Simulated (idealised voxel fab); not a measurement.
Herein follows the process module entitled voxel plated lines.
FYI the section here is cut, 240 nm wide, cells are 5 nm squares.
Cross-section spec: square-cell grid; bands listed top down; each band is one or more rows.
Each band's line starts with the height of the band's top and of its bottom, in nm. Then come its materials from left to right, each with its width in nm. One material with "everywhere" fills the band from edge to edge. "empty" is empty space.
Note: height 0 marks the level under which the wafer is uniformly one material as received. Lowest band unbounded below, written "0 down".
Per-row width for "30..40": begins at first number (top row of band), ends at second number (bottom row), increment between rows held constant.
For the purposes of this document, the phrase "left unchanged" attached to a step denotes that no cell within the cross-section was modified by that step.
What "Fully enclosed voids" gives you is every empty space of 8 cells or more that is cut off from the top. Each appears as width x height at distance, with the distance taken from the left edge and width, height and distance all in nm.
On each step's line, the part that comes after the settings is the simulator's own comment on the step.
The optional step-line setting "overlay nm" applies to steps with a mask and quantifies how far to the right of its planned location the mask lay, a negative value indicating leftward placement.
### plan
1,RECEIVE | material Si
2,CONFORMAL_DEP | material SiN | thk nm 15
3,DIRECTIONAL_DEP | material TiN | thk nm 5
4,PATTERN | tone open | mask id LINES | material resist | width nm 20 | pitch nm 50 | thk nm 35 | overlay nm 0
5,EPI | material Ru | thk nm 5
6,EPI | material Ru | thk nm 5
7,EPI | material Ru | thk nm 10
8,STRIP | etch materials resist
9,DIRECTIONAL_ETCH | etch materials TiN | depth nm 5
10,CONFORMAL_DEP | material SiN | thk nm 10
For clarity, it should be stated that the wafers under discussion commence in an identical condition and differ with respect to the thk nm of step 3, the plan indicating the value that the first wafer had.
### The first of several wafers, as received after step 1, seen in section
	0 down  Si everywhere
	Fully enclosed voids: none
### After the module's final step, step 10: the first of several wafers in cross-section
	50 to 40  50 nm empty / 40 nm SiN / 10 nm empty / 40 nm SiN / 10 nm empty / 40 nm SiN / 50 nm empty
	40 to 25  50 nm empty / 10 nm SiN / 20 nm Ru / 10 nm SiN / 10 nm empty / 10 nm SiN / 20 nm Ru / 10 nm SiN / 10 nm empty / 10 nm SiN / 20 nm Ru / 10 nm SiN / 50 nm empty
	25 to 20  60 nm SiN / 20 nm Ru / 30 nm SiN / 20 nm Ru / 30 nm SiN / 20 nm Ru / 60 nm SiN
	20 to 15  60 nm SiN / 20 nm TiN / 30 nm SiN / 20 nm TiN / 30 nm SiN / 20 nm TiN / 60 nm SiN
	15 to 0  SiN everywhere
	0 down  Si everywhere
	Fully enclosed voids: none
### The final wafer, sectioned at module end
	65 to 55  50 nm empty / 40 nm SiN / 10 nm empty / 40 nm SiN / 10 nm empty / 40 nm SiN / 50 nm empty
	55 to 40  50 nm empty / 10 nm SiN / 20 nm Ru / 10 nm SiN / 10 nm empty / 10 nm SiN / 20 nm Ru / 10 nm SiN / 10 nm empty / 10 nm SiN / 20 nm Ru / 10 nm SiN / 50 nm empty
	40 to 35  60 nm SiN / 20 nm Ru / 30 nm SiN / 20 nm Ru / 30 nm SiN / 20 nm Ru / 60 nm SiN
	35 to 30  60 nm SiN / 20 nm TiN / 30 nm SiN / 20 nm TiN / 30 nm SiN / 20 nm TiN / 60 nm SiN
	30 to 15  TiN everywhere
	15 to 0  SiN everywhere
	0 down  Si everywhere
	Fully enclosed voids: none
### Below, a row for every wafer. Read it as the end-of-module picture: for each material the wafer shows its cells gained (+) or lost (-) since it was received, and then its closed voids
thk nm 5; +48 Ru; +300 SiN; +12 TiN; Fully enclosed voids: none
thk nm 10; +48 Ru; +300 SiN; +60 TiN; Fully enclosed voids: none
thk nm 15; +48 Ru; +300 SiN; +108 TiN; Fully enclosed voids: none
thk nm 20; +48 Ru; +300 SiN; +156 TiN; Fully enclosed voids: none
